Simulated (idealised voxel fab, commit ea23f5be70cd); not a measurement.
process module | voxel self aligned contacts
cross-section cut | 235 nm wide | cells 5 nm
A cross-section is a grid of square cells, given in bands from the top down. A band is one or more rows of cells.
Each band's line starts with the height of the band's top and of its bottom, in nm. Then come its materials from left to right, each with its width in nm. One material with "throughout" fills the band from edge to edge. "air" is empty space.
Height 0 is the level under which the wafer as received is all one material. The lowest band goes on downwards, as in "0 down".
A width such as "30 to 40" changes by the same amount from each row of cells to the next, from the band's top row to its bottom row.
"no change" after a step means that no cell of the cross-section changed.
closed voids: empty space of 8 cells or more with no open way to the top, each as width x height at its distance from the left edge, in nm
after a step's settings: what the simulator itself notes on the step
overlay nm, on a step with a mask: how far to the right of its planned place the mask lay; to the left if negative
plan
1 op RECEIVE | material Si
2 op CONFORMAL_DEP | material SiO2 | thk nm 5
3 op DIRECTIONAL_DEP | material polySi | thk nm 30
4 op DIRECTIONAL_DEP | material SiN | thk nm 20
5 op DIRECTIONAL_DEP | material aC | thk nm 15
6 op PATTERN | tone cover | mask id GATE | material resist | width nm 25 | pitch nm 60 | thk nm 30 | overlay nm 0
7 op DIRECTIONAL_ETCH | etch materials aC | depth nm 15
8 op STRIP | etch materials resist
9 op DIRECTIONAL_ETCH | etch materials SiN | depth nm 20
10 op DIRECTIONAL_ETCH | etch materials polySi | depth nm 30
11 op STRIP | etch materials aC
12 op CONFORMAL_DEP | material SiN | thk nm 10
13 op DIRECTIONAL_ETCH | etch materials SiN | depth nm 10
14 op FILL_DEP | material SiO2 | thk nm 15
15 op CMP | height nm 65
16 op MASKED_ETCH | tone open | mask id CONTACT | width nm 45 | pitch nm 60 | etch materials SiO2 | depth nm 65 | overlay nm 0
17 op CONFORMAL_DEP | material TiN | thk nm 5
18 op FILL_DEP | material W | thk nm 5
19 op CMP | height nm 65
20 op CONFORMAL_DEP | material SiN | thk nm 5
first wafer, as planned
as received, after step 1
  0 down: Si throughout
  closed voids: none
after step 2
  5 to 0: SiO2 throughout
  below 0: unchanged
after step 3
  35 to 5: polySi throughout
  below 5: unchanged
after step 4
  55 to 35: SiN throughout
  below 35: unchanged
after step 5
  70 to 55: aC throughout
  below 55: unchanged
after step 6
  100 to 70: air 45 | resist 25 | air 35 | resist 25 | air 35 | resist 25 | air 45
  below 70: unchanged
after step 7
  85 to 70: air 45 | resist 25 | air 35 | resist 25 | air 35 | resist 25 | air 45
  70 to 55: air 45 | aC 25 | air 35 | aC 25 | air 35 | aC 25 | air 45
  below 55: unchanged
after step 8
  70 to 55: air 45 | aC 25 | air 35 | aC 25 | air 35 | aC 25 | air 45
  below 55: unchanged
after step 9
  70 to 55: air 45 | aC 25 | air 35 | aC 25 | air 35 | aC 25 | air 45
  55 to 35: air 45 | SiN 25 | air 35 | SiN 25 | air 35 | SiN 25 | air 45
  below 35: unchanged
after step 10
  70 to 55: air 45 | aC 25 | air 35 | aC 25 | air 35 | aC 25 | air 45
  55 to 35: air 45 | SiN 25 | air 35 | SiN 25 | air 35 | SiN 25 | air 45
  35 to 5: air 45 | polySi 25 | air 35 | polySi 25 | air 35 | polySi 25 | air 45
  below 5: unchanged
after step 11
  55 to 35: air 45 | SiN 25 | air 35 | SiN 25 | air 35 | SiN 25 | air 45
  below 35: unchanged
after step 12
  65 to 35: air 35 | SiN 45 | air 15 | SiN 45 | air 15 | SiN 45 | air 35
  35 to 15: air 35 | SiN 10 | polySi 25 | SiN 10 | air 15 | SiN 10 | polySi 25 | SiN 10 | air 15 | SiN 10 | polySi 25 | SiN 10 | air 35
  15 to 5: SiN 45 | polySi 25 | SiN 35 | polySi 25 | SiN 35 | polySi 25 | SiN 45
  below 5: unchanged
after step 13
  55 to 35: air 35 | SiN 45 | air 15 | SiN 45 | air 15 | SiN 45 | air 35
  35 to 5: air 35 | SiN 10 | polySi 25 | SiN 10 | air 15 | SiN 10 | polySi 25 | SiN 10 | air 15 | SiN 10 | polySi 25 | SiN 10 | air 35
  below 5: unchanged
after step 14
  70 to 55: SiO2 throughout
  55 to 35: SiO2 35 | SiN 45 | SiO2 15 | SiN 45 | SiO2 15 | SiN 45 | SiO2 35
  35 to 5: SiO2 35 | SiN 10 | polySi 25 | SiN 10 | SiO2 15 | SiN 10 | polySi 25 | SiN 10 | SiO2 15 | SiN 10 | polySi 25 | SiN 10 | SiO2 35
  below 5: unchanged
after step 15
  65 to 55: SiO2 throughout
  below 55: unchanged
after step 16
  65 to 55: SiO2 65 | air 45 | SiO2 15 | air 45 | SiO2 65
  55 to 35: SiO2 35 | SiN 45 | air 15 | SiN 45 | air 15 | SiN 45 | SiO2 35
  35 to 5: SiO2 35 | SiN 10 | polySi 25 | SiN 10 | air 15 | SiN 10 | polySi 25 | SiN 10 | air 15 | SiN 10 | polySi 25 | SiN 10 | SiO2 35
  5 to 0: SiO2 80 | air 15 | SiO2 45 | air 15 | SiO2 80
  below 0: unchanged
after step 17
  70 to 65: TiN 70 | air 35 | TiN 25 | air 35 | TiN 70
  65 to 55: SiO2 65 | TiN 5 to 20 | air 35 to 5 | TiN 5 to 20 | SiO2 15 | TiN 5 to 20 | air 35 to 5 | TiN 5 to 20 | SiO2 65
  55 to 35: SiO2 35 | SiN 45 | TiN 5 | air 5 | TiN 5 | SiN 45 | TiN 5 | air 5 | TiN 5 | SiN 45 | SiO2 35
  35 to 5: SiO2 35 | SiN 10 | polySi 25 | SiN 10 | TiN 5 | air 5 | TiN 5 | SiN 10 | polySi 25 | SiN 10 | TiN 5 | air 5 | TiN 5 | SiN 10 | polySi 25 | SiN 10 | SiO2 35
  5 to 0: SiO2 80 | TiN 15 | SiO2 45 | TiN 15 | SiO2 80
  below 0: unchanged
after step 18
  75 to 70: W throughout
  70 to 65: TiN 70 | W 35 | TiN 25 | W 35 | TiN 70
  65 to 55: SiO2 65 | TiN 5 to 20 | W 35 to 5 | TiN 5 to 20 | SiO2 15 | TiN 5 to 20 | W 35 to 5 | TiN 5 to 20 | SiO2 65
  55 to 35: SiO2 35 | SiN 45 | TiN 5 | W 5 | TiN 5 | SiN 45 | TiN 5 | W 5 | TiN 5 | SiN 45 | SiO2 35
  35 to 5: SiO2 35 | SiN 10 | polySi 25 | SiN 10 | TiN 5 | W 5 | TiN 5 | SiN 10 | polySi 25 | SiN 10 | TiN 5 | W 5 | TiN 5 | SiN 10 | polySi 25 | SiN 10 | SiO2 35
  below 5: unchanged
after step 19
  65 to 55: SiO2 65 | TiN 5 to 20 | W 35 to 5 | TiN 5 to 20 | SiO2 15 | TiN 5 to 20 | W 35 to 5 | TiN 5 to 20 | SiO2 65
  below 55: unchanged
after step 20
  70 to 65: SiN throughout
  below 65: unchanged
second wafer: like start, like plan, one mistake. Through step 1 it matches the first wafer
when step 2 should have ended: no change
when step 3 should have ended
  30 to 0: polySi throughout
  below 0: unchanged
when step 4 should have ended
  50 to 30: SiN throughout
  below 30: unchanged
when step 5 should have ended
  65 to 50: aC throughout
  below 50: unchanged
when step 6 should have ended
  95 to 65: air 45 | resist 25 | air 35 | resist 25 | air 35 | resist 25 | air 45
  below 65: unchanged
when step 7 should have ended
  80 to 65: air 45 | resist 25 | air 35 | resist 25 | air 35 | resist 25 | air 45
  65 to 50: air 45 | aC 25 | air 35 | aC 25 | air 35 | aC 25 | air 45
  below 50: unchanged
when step 8 should have ended
  65 to 50: air 45 | aC 25 | air 35 | aC 25 | air 35 | aC 25 | air 45
  below 50: unchanged
when step 9 should have ended
  65 to 50: air 45 | aC 25 | air 35 | aC 25 | air 35 | aC 25 | air 45
  50 to 30: air 45 | SiN 25 | air 35 | SiN 25 | air 35 | SiN 25 | air 45
  below 30: unchanged
when step 10 should have ended
  65 to 50: air 45 | aC 25 | air 35 | aC 25 | air 35 | aC 25 | air 45
  50 to 30: air 45 | SiN 25 | air 35 | SiN 25 | air 35 | SiN 25 | air 45
  30 to 0: air 45 | polySi 25 | air 35 | polySi 25 | air 35 | polySi 25 | air 45
  below 0: unchanged
when step 11 should have ended
  50 to 30: air 45 | SiN 25 | air 35 | SiN 25 | air 35 | SiN 25 | air 45
  below 30: unchanged
when step 12 should have ended
  60 to 30: air 35 | SiN 45 | air 15 | SiN 45 | air 15 | SiN 45 | air 35
  30 to 10: air 35 | SiN 10 | polySi 25 | SiN 10 | air 15 | SiN 10 | polySi 25 | SiN 10 | air 15 | SiN 10 | polySi 25 | SiN 10 | air 35
  10 to 0: SiN 45 | polySi 25 | SiN 35 | polySi 25 | SiN 35 | polySi 25 | SiN 45
  below 0: unchanged
when step 13 should have ended
  50 to 30: air 35 | SiN 45 | air 15 | SiN 45 | air 15 | SiN 45 | air 35
  30 to 0: air 35 | SiN 10 | polySi 25 | SiN 10 | air 15 | SiN 10 | polySi 25 | SiN 10 | air 15 | SiN 10 | polySi 25 | SiN 10 | air 35
  below 0: unchanged
when step 14 should have ended
  65 to 50: SiO2 throughout
  50 to 30: SiO2 35 | SiN 45 | SiO2 15 | SiN 45 | SiO2 15 | SiN 45 | SiO2 35
  30 to 0: SiO2 35 | SiN 10 | polySi 25 | SiN 10 | SiO2 15 | SiN 10 | polySi 25 | SiN 10 | SiO2 15 | SiN 10 | polySi 25 | SiN 10 | SiO2 35
  below 0: unchanged
when step 15 should have ended: no change
when step 16 should have ended
  65 to 50: SiO2 65 | air 45 | SiO2 15 | air 45 | SiO2 65
  50 to 30: SiO2 35 | SiN 45 | air 15 | SiN 45 | air 15 | SiN 45 | SiO2 35
  30 to 0: SiO2 35 | SiN 10 | polySi 25 | SiN 10 | air 15 | SiN 10 | polySi 25 | SiN 10 | air 15 | SiN 10 | polySi 25 | SiN 10 | SiO2 35
  below 0: unchanged
when step 17 should have ended
  70 to 65: TiN 70 | air 35 | TiN 25 | air 35 | TiN 70
  65 to 55: SiO2 65 | TiN 5 | air 35 | TiN 5 | SiO2 15 | TiN 5 | air 35 | TiN 5 | SiO2 65
  55 to 50: SiO2 65 | TiN 20 | air 5 | TiN 20 | SiO2 15 | TiN 20 | air 5 | TiN 20 | SiO2 65
  50 to 30: SiO2 35 | SiN 45 | TiN 5 | air 5 | TiN 5 | SiN 45 | TiN 5 | air 5 | TiN 5 | SiN 45 | SiO2 35
  30 to 5: SiO2 35 | SiN 10 | polySi 25 | SiN 10 | TiN 5 | air 5 | TiN 5 | SiN 10 | polySi 25 | SiN 10 | TiN 5 | air 5 | TiN 5 | SiN 10 | polySi 25 | SiN 10 | SiO2 35
  5 to 0: SiO2 35 | SiN 10 | polySi 25 | SiN 10 | TiN 15 | SiN 10 | polySi 25 | SiN 10 | TiN 15 | SiN 10 | polySi 25 | SiN 10 | SiO2 35
  below 0: unchanged
when step 18 should have ended
  75 to 70: W throughout
  70 to 65: TiN 70 | W 35 | TiN 25 | W 35 | TiN 70
  65 to 55: SiO2 65 | TiN 5 | W 35 | TiN 5 | SiO2 15 | TiN 5 | W 35 | TiN 5 | SiO2 65
  55 to 50: SiO2 65 | TiN 20 | W 5 | TiN 20 | SiO2 15 | TiN 20 | W 5 | TiN 20 | SiO2 65
  50 to 30: SiO2 35 | SiN 45 | TiN 5 | W 5 | TiN 5 | SiN 45 | TiN 5 | W 5 | TiN 5 | SiN 45 | SiO2 35
  30 to 5: SiO2 35 | SiN 10 | polySi 25 | SiN 10 | TiN 5 | W 5 | TiN 5 | SiN 10 | polySi 25 | SiN 10 | TiN 5 | W 5 | TiN 5 | SiN 10 | polySi 25 | SiN 10 | SiO2 35
  below 5: unchanged
when step 19 should have ended
  65 to 55: SiO2 65 | TiN 5 | W 35 | TiN 5 | SiO2 15 | TiN 5 | W 35 | TiN 5 | SiO2 65
  below 55: unchanged
when step 20 should have ended
  70 to 65: SiN throughout
  below 65: unchanged
what went wrong: step 2 was left out
at the end the second wafer has, in cells: 12 fewer of SiO2 | 12 more of W
